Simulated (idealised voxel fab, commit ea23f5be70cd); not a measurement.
Process module under the name voxel double patterning
It is cross-section cut that appears here, measuring 175 nm in width, its square cells being 5 nm in size.
A cross-section is a grid of square cells, given in bands from the top down. A band is one or more rows of cells. The entry gives the band's vertical extent as a top height and a bottom height in nm, then its horizontal make-up as materials from left to right, each with a width in nm. "empty" stands for empty space; a single material marked "all across" fills the band edge to edge. For the purposes of this specification, 0 denotes the height below which the wafer in its as-received condition is composed wholly of one material, and the lowermost band, lacking a lower limit, extends downward without end, as expressed in "0 down". Width "30..40": first value at the band's top row of cells, second value at its bottom row, equal change from row to row. The cross-section has no changed cell in any step marked "no modifications". "closed voids": empty spaces of 8 cells or more with no open way to the top, each given as width x height at distance, distance from the left edge, all in nm. Where a step's line continues beyond its settings, the continuation is a remark by the simulator itself on that step. The line of a step may include "overlay nm". On a step with a mask, this value is how far to the right of its planned place the mask lay. A negative value means the mask lay to the left.

## The process steps that were planned are listed below
| 1 | RECEIVE | material Si |
| 2 | CONFORMAL_DEP | material SiO2 | thk nm 5 |
| 3 | DIRECTIONAL_DEP | material W | thk nm 10 |
| 4 | DIRECTIONAL_DEP | material SiCN | thk nm 10 |
| 5 | DIRECTIONAL_DEP | material aC | thk nm 10 |
| 6 | PATTERN | tone open | mask id FIRST | material resist | width nm 15 | pitch nm 50 | thk nm 30 | overlay nm 0 |
| 7 | DIRECTIONAL_ETCH | etch materials aC | depth nm 10 |
| 8 | STRIP | etch materials resist |
| 9 | DIRECTIONAL_ETCH | etch materials SiCN | depth nm 10 |
| 10 | STRIP | etch materials aC |
| 11 | PATTERN | tone open | mask id SECOND | material resist | width nm 15 | thk nm 20 | overlay nm 0 |
| 12 | DIRECTIONAL_ETCH | etch materials SiCN | depth nm 10 |
| 13 | STRIP | etch materials resist |
| 14 | DIRECTIONAL_ETCH | etch materials W | depth nm 10 |
| 15 | STRIP | etch materials SiCN |

## First wafer of two (run as planned)

## As received (post step 1): cross-section
0 down | Si all across
closed voids: none

## Once step 2 is through, the wafer looks like this in cross-section
5 to 0 | SiO2 all across
Below a height of 0, the structure has not been altered.

## Once step 3 is through, the wafer looks like this in cross-section
15 to 5 | W all across
Below a height of 5, the structure has not been altered.

## Once step 4 is through, the wafer looks like this in cross-section
25 to 15 | SiCN all across
Below a height of 15, the structure has not been altered.

## Once step 5 is through, the wafer looks like this in cross-section
35 to 25 | aC all across
Below a height of 25, the structure has not been altered.

## Once step 6 is through, the wafer looks like this in cross-section
65 to 35 | resist=55  empty=15  resist=35  empty=15  resist=55
Below a height of 35, the structure has not been altered.

## Once step 7 is through, the wafer looks like this in cross-section
55 to 35 | resist=55  empty=15  resist=35  empty=15  resist=55
35 to 25 | aC=55  empty=15  aC=35  empty=15  aC=55
Below a height of 25, the structure has not been altered.

## Once step 8 is through, the wafer looks like this in cross-section
35 to 25 | aC=55  empty=15  aC=35  empty=15  aC=55
Below a height of 25, the structure has not been altered.

## Once step 9 is through, the wafer looks like this in cross-section
35 to 25 | aC=55  empty=15  aC=35  empty=15  aC=55
25 to 15 | SiCN=55  empty=15  SiCN=35  empty=15  SiCN=55
Below a height of 15, the structure has not been altered.

## Once step 10 is through, the wafer looks like this in cross-section
25 to 15 | SiCN=55  empty=15  SiCN=35  empty=15  SiCN=55
Below a height of 15, the structure has not been altered.

## Once step 11 is through, the wafer looks like this in cross-section
45 to 25 | resist=80  empty=15  resist=80
25 to 15 | SiCN=55  resist=15  SiCN=35  resist=15  SiCN=55
Below a height of 15, the structure has not been altered.

## Once step 12 is through, the wafer looks like this in cross-section
45 to 25 | resist=80  empty=15  resist=80
25 to 15 | SiCN=55  resist=15  SiCN=10  empty=15  SiCN=10  resist=15  SiCN=55
Below a height of 15, the structure has not been altered.

## Once step 13 is through, the wafer looks like this in cross-section
25 to 15 | SiCN=55  empty=15  SiCN=10  empty=15  SiCN=10  empty=15  SiCN=55
Below a height of 15, the structure has not been altered.

## Once step 14 is through, the wafer looks like this in cross-section
25 to 15 | SiCN=55  empty=15  SiCN=10  empty=15  SiCN=10  empty=15  SiCN=55
15 to 5 | W=55  empty=15  W=10  empty=15  W=10  empty=15  W=55
Below a height of 5, the structure has not been altered.

## Once step 15 is through, the wafer looks like this in cross-section
15 to 5 | W=55  empty=15  W=10  empty=15  W=10  empty=15  W=55
Below a height of 5, the structure has not been altered.

## Second wafer, same starting state and plan as the first, one mistake in the run, identical through step 5

## Second wafer profile in section, at the moment step 6 of the plan was meant to be complete
65 to 35 | resist=45  empty=15  resist=35  empty=15  resist=65
Below a height of 35, the structure has not been altered.

## Second wafer profile in section, at the moment step 7 of the plan was meant to be complete
55 to 35 | resist=45  empty=15  resist=35  empty=15  resist=65
35 to 25 | aC=45  empty=15  aC=35  empty=15  aC=65
Below a height of 25, the structure has not been altered.

## Second wafer profile in section, at the moment step 8 of the plan was meant to be complete
35 to 25 | aC=45  empty=15  aC=35  empty=15  aC=65
Below a height of 25, the structure has not been altered.

## Second wafer profile in section, at the moment step 9 of the plan was meant to be complete
35 to 25 | aC=45  empty=15  aC=35  empty=15  aC=65
25 to 15 | SiCN=45  empty=15  SiCN=35  empty=15  SiCN=65
Below a height of 15, the structure has not been altered.

## Second wafer profile in section, at the moment step 10 of the plan was meant to be complete
25 to 15 | SiCN=45  empty=15  SiCN=35  empty=15  SiCN=65
Below a height of 15, the structure has not been altered.

## Second wafer profile in section, at the moment step 11 of the plan was meant to be complete
45 to 25 | resist=80  empty=15  resist=80
25 to 15 | SiCN=45  resist=15  SiCN=35  resist=15  SiCN=65
Below a height of 15, the structure has not been altered.

## Second wafer profile in section, at the moment step 12 of the plan was meant to be complete
45 to 25 | resist=80  empty=15  resist=80
25 to 15 | SiCN=45  resist=15  SiCN=20  empty=15  resist=15  SiCN=65
Below a height of 15, the structure has not been altered.

## Second wafer profile in section, at the moment step 13 of the plan was meant to be complete
25 to 15 | SiCN=45  empty=15  SiCN=20  empty=30  SiCN=65
Below a height of 15, the structure has not been altered.

## Second wafer profile in section, at the moment step 14 of the plan was meant to be complete
25 to 15 | SiCN=45  empty=15  SiCN=20  empty=30  SiCN=65
15 to 5 | W=45  empty=15  W=20  empty=30  W=65
Below a height of 5, the structure has not been altered.

## Second wafer profile in section, at the moment step 15 of the plan was meant to be complete
15 to 5 | W=45  empty=15  W=20  empty=30  W=65
Below a height of 5, the structure has not been altered.
Which mistake was made when the wafer was run? step 6 off recipe, ran as PATTERN | tone open | mask id FIRST | material resist | width nm 15 | pitch nm 50 | thk nm 30 | overlay nm -10
The two final wafers agree on how many cells each material fills and disagree on which cells those are.
